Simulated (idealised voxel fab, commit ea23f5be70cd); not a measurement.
This is a process module. Its name is voxel air gaps.
Section shown: cut. Width: 175 nm. Cell size: 5 nm, square.
Notation: cross-section as square-cell grid; stated in bands, top first, going down; one or more cell rows per band.
This entry defines a band. It first specifies the height of the band's top and the height of its bottom in nm, and then specifies the band's materials from left to right, stating each material with its width in nm. The word "edge to edge" identifies a single material that fills the band from edge to edge, while the word "empty" identifies empty space.
Height is counted from the level 0, under which the received wafer is composed throughout of one material. The lowest of the bands is not closed at the bottom but continues downward, in the notation "top 0, no bottom".
With a width like "30->40", each row of cells in the band differs from the next by the same amount, the top row carrying the first number and the bottom row the second.
It should be understood that the words "nothing got changed", when stated for a given step, signify that the cross-section underwent no change in any of its cells during that step.
The entry titled "Sealed void listing" provides the empty spaces that have no open way to the top, restricted to those of 8 cells or more. Each is presented as width x height at distance, the distance being measured from the left edge, with all three in nm.
Formally, on a step line, whatever follows the settings is a remark that the simulator itself makes on the step.
A step's line can hold "overlay nm"; with a mask on that step, the setting says how far right of the planned place the mask lay, while a negative setting says it lay to the left.
Each pair of cross-sections that follows straddles one process step: the one shows the state before the step, the other the state after it, down to the lowest band that changed and no further. The step in question, and its settings, are given under the pair. Note that a pair is not necessarily a continuation of the pair above it, since pairs can come from different runs of this module on the same starting wafer; it is a continuation only where its entry headed "Cross-section, before" says so.

-- Cross-section, before
* top 65, bottom 55: 10 nm empty | 35 nm Ru | 5 nm empty | 35 nm Ru | 5 nm empty | 35 nm Ru | 5 nm empty | 35 nm Ru | 10 nm empty
* top 55, bottom 30: 20 nm empty | 5 nm TiN | 5 nm W | 5 nm TiN | 25 nm empty | 5 nm TiN | 5 nm W | 5 nm TiN | 25 nm empty | 5 nm TiN | 5 nm W | 5 nm TiN | 25 nm empty | 5 nm TiN | 5 nm W | 5 nm TiN | 20 nm empty
* top 30, bottom 25: 20 nm empty | 15 nm TiN | 25 nm empty | 15 nm TiN | 25 nm empty | 15 nm TiN | 25 nm empty | 15 nm TiN | 20 nm empty
* top 25, bottom 10: SiCN edge to edge
* top 10, bottom 0: SiO2 edge to edge
* top 0, no bottom: Si edge to edge
* Sealed void listing: none

-- Section, Post-Step
* top 70, bottom 65: 5 nm empty | 165 nm SiCN | 5 nm empty
* top 65, bottom 55: 5 nm empty | 5 nm SiCN | 35 nm Ru | 5 nm SiCN | 35 nm Ru | 5 nm SiCN | 35 nm Ru | 5 nm SiCN | 35 nm Ru | 5 nm SiCN | 5 nm empty
* top 55, bottom 50: 5 nm empty | 15 nm SiCN | 5 nm TiN | 5 nm W | 5 nm TiN | 25 nm SiCN | 5 nm TiN | 5 nm W | 5 nm TiN | 25 nm SiCN | 5 nm TiN | 5 nm W | 5 nm TiN | 25 nm SiCN | 5 nm TiN | 5 nm W | 5 nm TiN | 15 nm SiCN | 5 nm empty
* top 50, bottom 30: 15 nm empty | 5 nm SiCN | 5 nm TiN | 5 nm W | 5 nm TiN | 5 nm SiCN | 15 nm empty | 5 nm SiCN | 5 nm TiN | 5 nm W | 5 nm TiN | 5 nm SiCN | 15 nm empty | 5 nm SiCN | 5 nm TiN | 5 nm W | 5 nm TiN | 5 nm SiCN | 15 nm empty | 5 nm SiCN | 5 nm TiN | 5 nm W | 5 nm TiN | 5 nm SiCN | 15 nm empty
* top 30, bottom 25: 20 nm SiCN | 15 nm TiN | 25 nm SiCN | 15 nm TiN | 25 nm SiCN | 15 nm TiN | 25 nm SiCN | 15 nm TiN | 20 nm SiCN
* Everything under 25 stays put, no change at all.
* Sealed void listing: 15 x 20 at 40; 15 x 20 at 80; 15 x 20 at 120
What process step lies between the two cross-sections above? CONFORMAL_DEP | material SiCN | thk nm 5

-- Cross-section, before
* top 70, bottom 55: aC edge to edge
* top 55, bottom 15: lowk edge to edge
* top 15, bottom 10: SiCN edge to edge
* top 10, bottom 0: SiO2 edge to edge
* top 0, no bottom: Si edge to edge
* Sealed void listing: none

-- Section, Post-Step
* top 100, bottom 70: 15 nm resist | 25 nm empty | 15 nm resist | 25 nm empty | 15 nm resist | 25 nm empty | 15 nm resist | 25 nm empty | 15 nm resist
* Everything under 70 stays put, no change at all.
* Sealed void listing: none
What process step lies between the two cross-sections above? PATTERN | tone open | mask id LINES | material resist | width nm 25 | pitch nm 40 | thk nm 30 | overlay nm 0

Cross-section, before: equal to the after panel directly above.

-- Section, Post-Step
* top 85, bottom 70: 15 nm resist | 25 nm empty | 15 nm resist | 25 nm empty | 15 nm resist | 25 nm empty | 15 nm resist | 25 nm empty | 15 nm resist
* top 70, bottom 55: 15 nm aC | 25 nm empty | 15 nm aC | 25 nm empty | 15 nm aC | 25 nm empty | 15 nm aC | 25 nm empty | 15 nm aC
* Everything under 55 stays put, no change at all.
* Sealed void listing: none
What process step lies between the two cross-sections above? DIRECTIONAL_ETCH | etch materials aC | depth nm 15

Cross-section, before: equal to the after panel directly above.

-- Section, Post-Step
* top 70, bottom 55: 15 nm aC | 25 nm empty | 15 nm aC | 25 nm empty | 15 nm aC | 25 nm empty | 15 nm aC | 25 nm empty | 15 nm aC
* Everything under 55 stays put, no change at all.
* Sealed void listing: none
What process step lies between the two cross-sections above? STRIP | etch materials resist

Cross-section, before: equal to the after panel directly above.

-- Section, Post-Step
* top 70, bottom 55: 15 nm aC | 25 nm empty | 15 nm aC | 25 nm empty | 15 nm aC | 25 nm empty | 15 nm aC | 25 nm empty | 15 nm aC
* top 55, bottom 15: 15 nm lowk | 25 nm empty | 15 nm lowk | 25 nm empty | 15 nm lowk | 25 nm empty | 15 nm lowk | 25 nm empty | 15 nm lowk
* Everything under 15 stays put, no change at all.
* Sealed void listing: none
What process step lies between the two cross-sections above? DIRECTIONAL_ETCH | etch materials lowk | depth nm 40

Cross-section, before: equal to the after panel directly above.

-- Section, Post-Step
* top 55, bottom 15: 15 nm lowk | 25 nm empty | 15 nm lowk | 25 nm empty | 15 nm lowk | 25 nm empty | 15 nm lowk | 25 nm empty | 15 nm lowk
* Everything under 15 stays put, no change at all.
* Sealed void listing: none
What process step lies between the two cross-sections above? STRIP | etch materials aC

Cross-section, before: equal to the after panel directly above.

-- Section, Post-Step
* top 60, bottom 55: 20 nm TiN | 15 nm empty | 25 nm TiN | 15 nm empty | 25 nm TiN | 15 nm empty | 25 nm TiN | 15 nm empty | 20 nm TiN
* top 55, bottom 20: 15 nm lowk | 5 nm TiN | 15 nm empty | 5 nm TiN | 15 nm lowk | 5 nm TiN | 15 nm empty | 5 nm TiN | 15 nm lowk | 5 nm TiN | 15 nm empty | 5 nm TiN | 15 nm lowk | 5 nm TiN | 15 nm empty | 5 nm TiN | 15 nm lowk
* top 20, bottom 15: 15 nm lowk | 25 nm TiN | 15 nm lowk | 25 nm TiN | 15 nm lowk | 25 nm TiN | 15 nm lowk | 25 nm TiN | 15 nm lowk
* Everything under 15 stays put, no change at all.
* Sealed void listing: none
What process step lies between the two cross-sections above? CONFORMAL_DEP | material TiN | thk nm 5

Cross-section, before: equal to the after panel directly above.

-- Section, Post-Step
* top 65, bottom 60: W edge to edge
* top 60, bottom 55: 20 nm TiN | 15 nm W | 25 nm TiN | 15 nm W | 25 nm TiN | 15 nm W | 25 nm TiN | 15 nm W | 20 nm TiN
* top 55, bottom 20: 15 nm lowk | 5 nm TiN | 15 nm W | 5 nm TiN | 15 nm lowk | 5 nm TiN | 15 nm W | 5 nm TiN | 15 nm lowk | 5 nm TiN | 15 nm W | 5 nm TiN | 15 nm lowk | 5 nm TiN | 15 nm W | 5 nm TiN | 15 nm lowk
* Everything under 20 stays put, no change at all.
* Sealed void listing: none
What process step lies between the two cross-sections above? FILL_DEP | material W | thk nm 5

Cross-section, before: equal to the after panel directly above.

-- Section, Post-Step
* top 55, bottom 20: 15 nm lowk | 5 nm TiN | 15 nm W | 5 nm TiN | 15 nm lowk | 5 nm TiN | 15 nm W | 5 nm TiN | 15 nm lowk | 5 nm TiN | 15 nm W | 5 nm TiN | 15 nm lowk | 5 nm TiN | 15 nm W | 5 nm TiN | 15 nm lowk
* Everything under 20 stays put, no change at all.
* Sealed void listing: none
What process step lies between the two cross-sections above? CMP | height nm 55

Cross-section, before: equal to the after panel directly above.

-- Section, Post-Step
* top 65, bottom 55: 5 nm empty | 165 nm Ru | 5 nm empty
* Everything under 55 stays put, no change at all.
* Sealed void listing: none
What process step lies between the two cross-sections above? EPI | material Ru | thk nm 10

Cross-section, before: equal to the after panel directly above.

-- Section, Post-Step
* top 65, bottom 55: 5 nm empty | 165 nm Ru | 5 nm empty
* top 55, bottom 20: 15 nm empty | 5 nm TiN | 15 nm W | 5 nm TiN | 15 nm lowk | 5 nm TiN | 15 nm W | 5 nm TiN | 15 nm lowk | 5 nm TiN | 15 nm W | 5 nm TiN | 15 nm lowk | 5 nm TiN | 15 nm W | 5 nm TiN | 15 nm empty
* top 20, bottom 15: 15 nm empty | 25 nm TiN | 15 nm lowk | 25 nm TiN | 15 nm lowk | 25 nm TiN | 15 nm lowk | 25 nm TiN | 15 nm empty
* Everything under 15 stays put, no change at all.
* Sealed void listing: none
What process step lies between the two cross-sections above? SELECTIVE_ETCH | etch materials lowk | depth nm 50

Cross-section, before: equal to the after panel directly above.

-- Section, Post-Step
* top 70, bottom 65: SiCN edge to edge
* top 65, bottom 55: 5 nm SiCN | 165 nm Ru | 5 nm SiCN
* top 55, bottom 50: 15 nm SiCN | 5 nm TiN | 15 nm W | 5 nm TiN | 15 nm lowk | 5 nm TiN | 15 nm W | 5 nm TiN | 15 nm lowk | 5 nm TiN | 15 nm W | 5 nm TiN | 15 nm lowk | 5 nm TiN | 15 nm W | 5 nm TiN | 15 nm SiCN
* top 50, bottom 20: 10 nm empty | 5 nm SiCN | 5 nm TiN | 15 nm W | 5 nm TiN | 15 nm lowk | 5 nm TiN | 15 nm W | 5 nm TiN | 15 nm lowk | 5 nm TiN | 15 nm W | 5 nm TiN | 15 nm lowk | 5 nm TiN | 15 nm W | 5 nm TiN | 5 nm SiCN | 10 nm empty
* top 20, bottom 15: 15 nm SiCN | 25 nm TiN | 15 nm lowk | 25 nm TiN | 15 nm lowk | 25 nm TiN | 15 nm lowk | 25 nm TiN | 15 nm SiCN
* Everything under 15 stays put, no change at all.
* Sealed void listing: 10 x 30 at 0; 10 x 30 at 165
What process step lies between the two cross-sections above? CONFORMAL_DEP | material SiCN | thk nm 5

-- Cross-section, before
* top 70, bottom 55: aC edge to edge
* top 55, bottom 15: lowk edge to edge
* top 15, bottom 10: SiCN edge to edge
* top 10, bottom 0: SiO2 edge to edge
* top 0, no bottom: Si edge to edge
* Sealed void listing: none

-- Section, Post-Step
* top 100, bottom 70: 15 nm resist | 15 nm empty | 25 nm resist | 15 nm empty | 25 nm resist | 15 nm empty | 25 nm resist | 15 nm empty | 25 nm resist
* Everything under 70 stays put, no change at all.
* Sealed void listing: none
What process step lies between the two cross-sections above? PATTERN | tone open | mask id LINES | material resist | width nm 15 | pitch nm 40 | thk nm 30 | overlay nm -5

Cross-section, before: equal to the after panel directly above.

-- Section, Post-Step
* top 85, bottom 70: 15 nm resist | 15 nm empty | 25 nm resist | 15 nm empty | 25 nm resist | 15 nm empty | 25 nm resist | 15 nm empty | 25 nm resist
* top 70, bottom 55: 15 nm aC | 15 nm empty | 25 nm aC | 15 nm empty | 25 nm aC | 15 nm empty | 25 nm aC | 15 nm empty | 25 nm aC
* Everything under 55 stays put, no change at all.
* Sealed void listing: none
What process step lies between the two cross-sections above? DIRECTIONAL_ETCH | etch materials aC | depth nm 15

Cross-section, before: equal to the after panel directly above.

-- Section, Post-Step
* top 70, bottom 55: 15 nm aC | 15 nm empty | 25 nm aC | 15 nm empty | 25 nm aC | 15 nm empty | 25 nm aC | 15 nm empty | 25 nm aC
* Everything under 55 stays put, no change at all.
* Sealed void listing: none
What process step lies between the two cross-sections above? STRIP | etch materials resist

Cross-section, before: equal to the after panel directly above.

-- Section, Post-Step
* top 70, bottom 55: 15 nm aC | 15 nm empty | 25 nm aC | 15 nm empty | 25 nm aC | 15 nm empty | 25 nm aC | 15 nm empty | 25 nm aC
* top 55, bottom 15: 15 nm lowk | 15 nm empty | 25 nm lowk | 15 nm empty | 25 nm lowk | 15 nm empty | 25 nm lowk | 15 nm empty | 25 nm lowk
* Everything under 15 stays put, no change at all.
* Sealed void listing: none
What process step lies between the two cross-sections above? DIRECTIONAL_ETCH | etch materials lowk | depth nm 40

Cross-section, before: equal to the after panel directly above.

-- Section, Post-Step
* top 55, bottom 15: 15 nm lowk | 15 nm empty | 25 nm lowk | 15 nm empty | 25 nm lowk | 15 nm empty | 25 nm lowk | 15 nm empty | 25 nm lowk
* Everything under 15 stays put, no change at all.
* Sealed void listing: none
What process step lies between the two cross-sections above? STRIP | etch materials aC

Cross-section, before: equal to the after panel directly above.

-- Section, Post-Step
* top 60, bottom 55: 20 nm TiN | 5 nm empty | 35 nm TiN | 5 nm empty | 35 nm TiN | 5 nm empty | 35 nm TiN | 5 nm empty | 30 nm TiN
* top 55, bottom 20: 15 nm lowk | 5 nm TiN | 5 nm empty | 5 nm TiN | 25 nm lowk | 5 nm TiN | 5 nm empty | 5 nm TiN | 25 nm lowk | 5 nm TiN | 5 nm empty | 5 nm TiN | 25 nm lowk | 5 nm TiN | 5 nm empty | 5 nm TiN | 25 nm lowk
* top 20, bottom 15: 15 nm lowk | 15 nm TiN | 25 nm lowk | 15 nm TiN | 25 nm lowk | 15 nm TiN | 25 nm lowk | 15 nm TiN | 25 nm lowk
* Everything under 15 stays put, no change at all.
* Sealed void listing: none
What process step lies between the two cross-sections above? CONFORMAL_DEP | material TiN | thk nm 5

Cross-section, before: equal to the after panel directly above.

-- Section, Post-Step
* top 65, bottom 60: W edge to edge
* top 60, bottom 55: 20 nm TiN | 5 nm W | 35 nm TiN | 5 nm W | 35 nm TiN | 5 nm W | 35 nm TiN | 5 nm W | 30 nm TiN
* top 55, bottom 20: 15 nm lowk | 5 nm TiN | 5 nm W | 5 nm TiN | 25 nm lowk | 5 nm TiN | 5 nm W | 5 nm TiN | 25 nm lowk | 5 nm TiN | 5 nm W | 5 nm TiN | 25 nm lowk | 5 nm TiN | 5 nm W | 5 nm TiN | 25 nm lowk
* Everything under 20 stays put, no change at all.
* Sealed void listing: none
What process step lies between the two cross-sections above? FILL_DEP | material W | thk nm 5

Cross-section, before: equal to the after panel directly above.

-- Section, Post-Step
* top 55, bottom 20: 15 nm lowk | 5 nm TiN | 5 nm W | 5 nm TiN | 25 nm lowk | 5 nm TiN | 5 nm W | 5 nm TiN | 25 nm lowk | 5 nm TiN | 5 nm W | 5 nm TiN | 25 nm lowk | 5 nm TiN | 5 nm W | 5 nm TiN | 25 nm lowk
* Everything under 20 stays put, no change at all.
* Sealed void listing: none
What process step lies between the two cross-sections above? CMP | height nm 55

Cross-section, before: equal to the after panel directly above.

-- Section, Post-Step
* top 65, bottom 55: 5 nm empty | 35 nm Ru | 5 nm empty | 35 nm Ru | 5 nm empty | 35 nm Ru | 5 nm empty | 35 nm Ru | 15 nm empty
* Everything under 55 stays put, no change at all.
* Sealed void listing: none
What process step lies between the two cross-sections above? EPI | material Ru | thk nm 10

Cross-section, before: equal to the after panel directly above.

-- Section, Post-Step
* top 65, bottom 55: 5 nm empty | 35 nm Ru | 5 nm empty | 35 nm Ru | 5 nm empty | 35 nm Ru | 5 nm empty | 35 nm Ru | 15 nm empty
* top 55, bottom 20: 15 nm empty | 5 nm TiN | 5 nm W | 5 nm TiN | 25 nm empty | 5 nm TiN | 5 nm W | 5 nm TiN | 25 nm empty | 5 nm TiN | 5 nm W | 5 nm TiN | 25 nm empty | 5 nm TiN | 5 nm W | 5 nm TiN | 25 nm empty
* top 20, bottom 15: 15 nm empty | 15 nm TiN | 25 nm empty | 15 nm TiN | 25 nm empty | 15 nm TiN | 25 nm empty | 15 nm TiN | 25 nm empty
* Everything under 15 stays put, no change at all.
* Sealed void listing: none
What process step lies between the two cross-sections above? SELECTIVE_ETCH | etch materials lowk | depth nm 50

Cross-section, before: equal to the after panel directly above.

-- Section, Post-Step
* top 70, bottom 65: 165 nm SiCN | 10 nm empty
* top 65, bottom 55: 5 nm SiCN | 35 nm Ru | 5 nm SiCN | 35 nm Ru | 5 nm SiCN | 35 nm Ru | 5 nm SiCN | 35 nm Ru | 5 nm SiCN | 10 nm empty
* top 55, bottom 50: 15 nm SiCN | 5 nm TiN | 5 nm W | 5 nm TiN | 25 nm SiCN | 5 nm TiN | 5 nm W | 5 nm TiN | 25 nm SiCN | 5 nm TiN | 5 nm W | 5 nm TiN | 25 nm SiCN | 5 nm TiN | 5 nm W | 5 nm TiN | 15 nm SiCN | 10 nm empty
* top 50, bottom 20: 10 nm empty | 5 nm SiCN | 5 nm TiN | 5 nm W | 5 nm TiN | 5 nm SiCN | 15 nm empty | 5 nm SiCN | 5 nm TiN | 5 nm W | 5 nm TiN | 5 nm SiCN | 15 nm empty | 5 nm SiCN | 5 nm TiN | 5 nm W | 5 nm TiN | 5 nm SiCN | 15 nm empty | 5 nm SiCN | 5 nm TiN | 5 nm W | 5 nm TiN | 5 nm SiCN | 20 nm empty
* top 20, bottom 15: 15 nm SiCN | 15 nm TiN | 25 nm SiCN | 15 nm TiN | 25 nm SiCN | 15 nm TiN | 25 nm SiCN | 15 nm TiN | 25 nm SiCN
* Everything under 15 stays put, no change at all.
* Sealed void listing: 10 x 30 at 0; 15 x 30 at 35; 15 x 30 at 75; 15 x 30 at 115
What process step lies between the two cross-sections above? CONFORMAL_DEP | material SiCN | thk nm 5

-- Cross-section, before
* top 65, bottom 55: 10 nm empty | 35 nm Ru | 5 nm empty | 35 nm Ru | 5 nm empty | 35 nm Ru | 5 nm empty | 35 nm Ru | 10 nm empty
* top 55, bottom 20: 20 nm empty | 5 nm TiN | 5 nm W | 5 nm TiN | 25 nm empty | 5 nm TiN | 5 nm W | 5 nm TiN | 25 nm empty | 5 nm TiN | 5 nm W | 5 nm TiN | 25 nm empty | 5 nm TiN | 5 nm W | 5 nm TiN | 20 nm empty
* top 20, bottom 15: 20 nm empty | 15 nm TiN | 25 nm empty | 15 nm TiN | 25 nm empty | 15 nm TiN | 25 nm empty | 15 nm TiN | 20 nm empty
* top 15, bottom 10: SiCN edge to edge
* top 10, bottom 0: SiO2 edge to edge
* top 0, no bottom: Si edge to edge
* Sealed void listing: none

-- Section, Post-Step
* top 70, bottom 65: 5 nm empty | 165 nm lowk | 5 nm empty
* top 65, bottom 55: 5 nm empty | 5 nm lowk | 35 nm Ru | 5 nm lowk | 35 nm Ru | 5 nm lowk | 35 nm Ru | 5 nm lowk | 35 nm Ru | 5 nm lowk | 5 nm empty
* top 55, bottom 50: 5 nm empty | 15 nm lowk | 5 nm TiN | 5 nm W | 5 nm TiN | 25 nm lowk | 5 nm TiN | 5 nm W | 5 nm TiN | 25 nm lowk | 5 nm TiN | 5 nm W | 5 nm TiN | 25 nm lowk | 5 nm TiN | 5 nm W | 5 nm TiN | 15 nm lowk | 5 nm empty
* top 50, bottom 20: 15 nm empty | 5 nm lowk | 5 nm TiN | 5 nm W | 5 nm TiN | 5 nm lowk | 15 nm empty | 5 nm lowk | 5 nm TiN | 5 nm W | 5 nm TiN | 5 nm lowk | 15 nm empty | 5 nm lowk | 5 nm TiN | 5 nm W | 5 nm TiN | 5 nm lowk | 15 nm empty | 5 nm lowk | 5 nm TiN | 5 nm W | 5 nm TiN | 5 nm lowk | 15 nm empty
* top 20, bottom 15: 20 nm lowk | 15 nm TiN | 25 nm lowk | 15 nm TiN | 25 nm lowk | 15 nm TiN | 25 nm lowk | 15 nm TiN | 20 nm lowk
* Everything under 15 stays put, no change at all.
* Sealed void listing: 15 x 30 at 40; 15 x 30 at 80; 15 x 30 at 120
What process step lies between the two cross-sections above? CONFORMAL_DEP | material lowk | thk nm 5

-- Cross-section, before
* top 70, bottom 55: aC edge to edge
* top 55, bottom 15: lowk edge to edge
* top 15, bottom 10: SiCN edge to edge
* top 10, bottom 0: SiO2 edge to edge
* top 0, no bottom: Si edge to edge
* Sealed void listing: none

-- Section, Post-Step
* top 100, bottom 70: 20 nm empty | 15 nm resist | 25 nm empty | 15 nm resist | 25 nm empty | 15 nm resist | 25 nm empty | 15 nm resist | 20 nm empty
* Everything under 70 stays put, no change at all.
* Sealed void listing: none
What process step lies between the two cross-sections above? PATTERN | tone cover | mask id LINES | material resist | width nm 15 | pitch nm 40 | thk nm 30 | overlay nm 0

Cross-section, before: equal to the after panel directly above.

-- Section, Post-Step
* top 85, bottom 70: 20 nm empty | 15 nm resist | 25 nm empty | 15 nm resist | 25 nm empty | 15 nm resist | 25 nm empty | 15 nm resist | 20 nm empty
* top 70, bottom 55: 20 nm empty | 15 nm aC | 25 nm empty | 15 nm aC | 25 nm empty | 15 nm aC | 25 nm empty | 15 nm aC | 20 nm empty
* Everything under 55 stays put, no change at all.
* Sealed void listing: none
What process step lies between the two cross-sections above? DIRECTIONAL_ETCH | etch materials aC | depth nm 15

Cross-section, before: equal to the after panel directly above.

-- Section, Post-Step
* top 70, bottom 55: 20 nm empty | 15 nm aC | 25 nm empty | 15 nm aC | 25 nm empty | 15 nm aC | 25 nm empty | 15 nm aC | 20 nm empty
* Everything under 55 stays put, no change at all.
* Sealed void listing: none
What process step lies between the two cross-sections above? STRIP | etch materials resist

Cross-section, before: equal to the after panel directly above.

-- Section, Post-Step
* top 70, bottom 55: 20 nm empty | 15 nm aC | 25 nm empty | 15 nm aC | 25 nm empty | 15 nm aC | 25 nm empty | 15 nm aC | 20 nm empty
* top 55, bottom 15: 20 nm empty | 15 nm lowk | 25 nm empty | 15 nm lowk | 25 nm empty | 15 nm lowk | 25 nm empty | 15 nm lowk | 20 nm empty
* Everything under 15 stays put, no change at all.
* Sealed void listing: none
What process step lies between the two cross-sections above? DIRECTIONAL_ETCH | etch materials lowk | depth nm 40

Cross-section, before: equal to the after panel directly above.

-- Section, Post-Step
* top 55, bottom 15: 20 nm empty | 15 nm lowk | 25 nm empty | 15 nm lowk | 25 nm empty | 15 nm lowk | 25 nm empty | 15 nm lowk | 20 nm empty
* Everything under 15 stays put, no change at all.
* Sealed void listing: none
What process step lies between the two cross-sections above? STRIP | etch materials aC

Cross-section, before: equal to the after panel directly above.

-- Section, Post-Step
* top 60, bottom 55: 15 nm empty | 25 nm TiN | 15 nm empty | 25 nm TiN | 15 nm empty | 25 nm TiN | 15 nm empty | 25 nm TiN | 15 nm empty
* top 55, bottom 20: 15 nm empty | 5 nm TiN | 15 nm lowk | 5 nm TiN | 15 nm empty | 5 nm TiN | 15 nm lowk | 5 nm TiN | 15 nm empty | 5 nm TiN | 15 nm lowk | 5 nm TiN | 15 nm empty | 5 nm TiN | 15 nm lowk | 5 nm TiN | 15 nm empty
* top 20, bottom 15: 20 nm TiN | 15 nm lowk | 25 nm TiN | 15 nm lowk | 25 nm TiN | 15 nm lowk | 25 nm TiN | 15 nm lowk | 20 nm TiN
* Everything under 15 stays put, no change at all.
* Sealed void listing: none
What process step lies between the two cross-sections above? CONFORMAL_DEP | material TiN | thk nm 5

Cross-section, before: equal to the after panel directly above.

-- Section, Post-Step
* top 65, bottom 60: W edge to edge
* top 60, bottom 55: 15 nm W | 25 nm TiN | 15 nm W | 25 nm TiN | 15 nm W | 25 nm TiN | 15 nm W | 25 nm TiN | 15 nm W
* top 55, bottom 20: 15 nm W | 5 nm TiN | 15 nm lowk | 5 nm TiN | 15 nm W | 5 nm TiN | 15 nm lowk | 5 nm TiN | 15 nm W | 5 nm TiN | 15 nm lowk | 5 nm TiN | 15 nm W | 5 nm TiN | 15 nm lowk | 5 nm TiN | 15 nm W
* Everything under 20 stays put, no change at all.
* Sealed void listing: none
What process step lies between the two cross-sections above? FILL_DEP | material W | thk nm 5

Cross-section, before: equal to the after panel directly above.

-- Section, Post-Step
* top 55, bottom 20: 15 nm W | 5 nm TiN | 15 nm lowk | 5 nm TiN | 15 nm W | 5 nm TiN | 15 nm lowk | 5 nm TiN | 15 nm W | 5 nm TiN | 15 nm lowk | 5 nm TiN | 15 nm W | 5 nm TiN | 15 nm lowk | 5 nm TiN | 15 nm W
* Everything under 20 stays put, no change at all.
* Sealed void listing: none
What process step lies between the two cross-sections above? CMP | height nm 55

Cross-section, before: equal to the after panel directly above.

-- Section, Post-Step
* top 65, bottom 55: Ru edge to edge
* Everything under 55 stays put, no change at all.
* Sealed void listing: none
What process step lies between the two cross-sections above? EPI | material Ru | thk nm 10

Cross-section, before: equal to the after panel directly above.

-- Section, Post-Step
* top 70, bottom 65: SiCN edge to edge
* Everything under 65 stays put, no change at all.
* Sealed void listing: none
What process step lies between the two cross-sections above? CONFORMAL_DEP | material SiCN | thk nm 5
